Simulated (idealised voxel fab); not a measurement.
Process module name: voxel local oxidation
FYI the section here is cut, 270 nm wide, cells are 5 nm squares.
Bands, listed from the top down, are how a cross-section gets written in this document; the cross-section itself is a grid of square cells, and a band is one or more rows of them. In this notation a band is specified by the heights of its top and bottom, in that order and in nm, after which its materials appear from left to right, each paired with its width in nm. The word "throughout" attached to a single material means that material fills the band from edge to edge; the word "blank" stands for empty space. Heads up on the height convention: 0 is the point under which the incoming wafer is all one material, and the lowest band has no bottom, it just keeps going down, like "0 nm and below". A width given as "30 to 40" starts at the first number in the band's top row and ends at the second number in its bottom row, shifting by an equal amount at every step from row to row. The designation "no modification", where it is given for a processing step, indicates that no cell of the cross-section was altered in the course of that step. Basically, "Sealed-off cavities" tells you about the enclosed voids: empty spaces with no open way to the top, 8 cells or bigger, each written width x height at distance, where distance is from the left edge, all in nm. On a step's line, text after the settings is the simulator commenting on that step. The setting "overlay nm" may be written on the line of a step. When the step uses a mask, the value reports how far to the right of the planned place the mask lay, and a negative value reports that it lay to the left.
**Process steps foreseen in the plan**
step 1: RECEIVE (material Si)
step 2: CONFORMAL_DEP (material SiO2; thk nm 5)
step 3: CONFORMAL_DEP (material SiN; thk nm 15)
step 4: PATTERN (tone cover; mask id ACTIVE; material resist; width nm 100; thk nm 20; overlay nm 0)
step 5: DIRECTIONAL_ETCH (etch materials SiN; depth nm 15)
step 6: STRIP (etch materials resist)
step 7: SELECTIVE_ETCH (etch materials SiO2; depth nm 5)
step 8: OXIDIZE (depth nm 10)
step 9: STRIP (etch materials SiN)
**Of two wafers, the first: run according to plan**
**As-received wafer cross-section (after step 1)**
  0 nm and below  Si throughout
  Sealed-off cavities: none
**The following cross-section depicts the wafer upon completion of step 2**
  5 nm to 0 nm  SiO2 throughout
  below 0: unchanged
**The following cross-section depicts the wafer upon completion of step 3**
  20 nm to 5 nm  SiN throughout
  below 5: unchanged
**The following cross-section depicts the wafer upon completion of step 4**
  40 nm to 20 nm  blank: 85; resist: 100; blank: 85
  below 20: unchanged
**The following cross-section depicts the wafer upon completion of step 5**
  40 nm to 20 nm  blank: 85; resist: 100; blank: 85
  20 nm to 5 nm  blank: 85; SiN: 100; blank: 85
  below 5: unchanged
**The following cross-section depicts the wafer upon completion of step 6**
  20 nm to 5 nm  blank: 85; SiN: 100; blank: 85
  below 5: unchanged
**The following cross-section depicts the wafer upon completion of step 7**
  20 nm to 5 nm  blank: 85; SiN: 100; blank: 85
  5 nm to 0 nm  blank: 90; SiO2: 90; blank: 90
  below 0: unchanged
**The following cross-section depicts the wafer upon completion of step 8**
  20 nm to 5 nm  blank: 85; SiN: 100; blank: 85
  5 nm to 0 nm  blank: 90; SiO2: 90; blank: 90
  0 nm to -10 nm  SiO2: 100; Si: 70; SiO2: 100
  below -10: unchanged
**The following cross-section depicts the wafer upon completion of step 9**
  5 nm to 0 nm  blank: 90; SiO2: 90; blank: 90
  below 0: unchanged
**Second wafer, same starting conditions and recipe as the first, one mistake in executing it, nothing differs from the first up to and including step 7**
**Cross-sectional representation of the second wafer at the time designated in the plan for the completion of step 8**
  20 nm to 5 nm  blank: 85; SiN: 100; blank: 85
  5 nm to 0 nm  blank: 90; SiO2: 90; blank: 90
  0 nm to -10 nm  SiO2: 100; Si: 70; SiO2: 100
  below -10: unchanged
**Cross-sectional representation of the second wafer at the time designated in the plan for the completion of step 9**
  5 nm to 0 nm  blank: 90; SiO2: 90; blank: 90
  below 0: unchanged
Short version of what went wrong: step 8, plan: ran twice
at the end the two cross-sections are the same: no effect in what this model computes
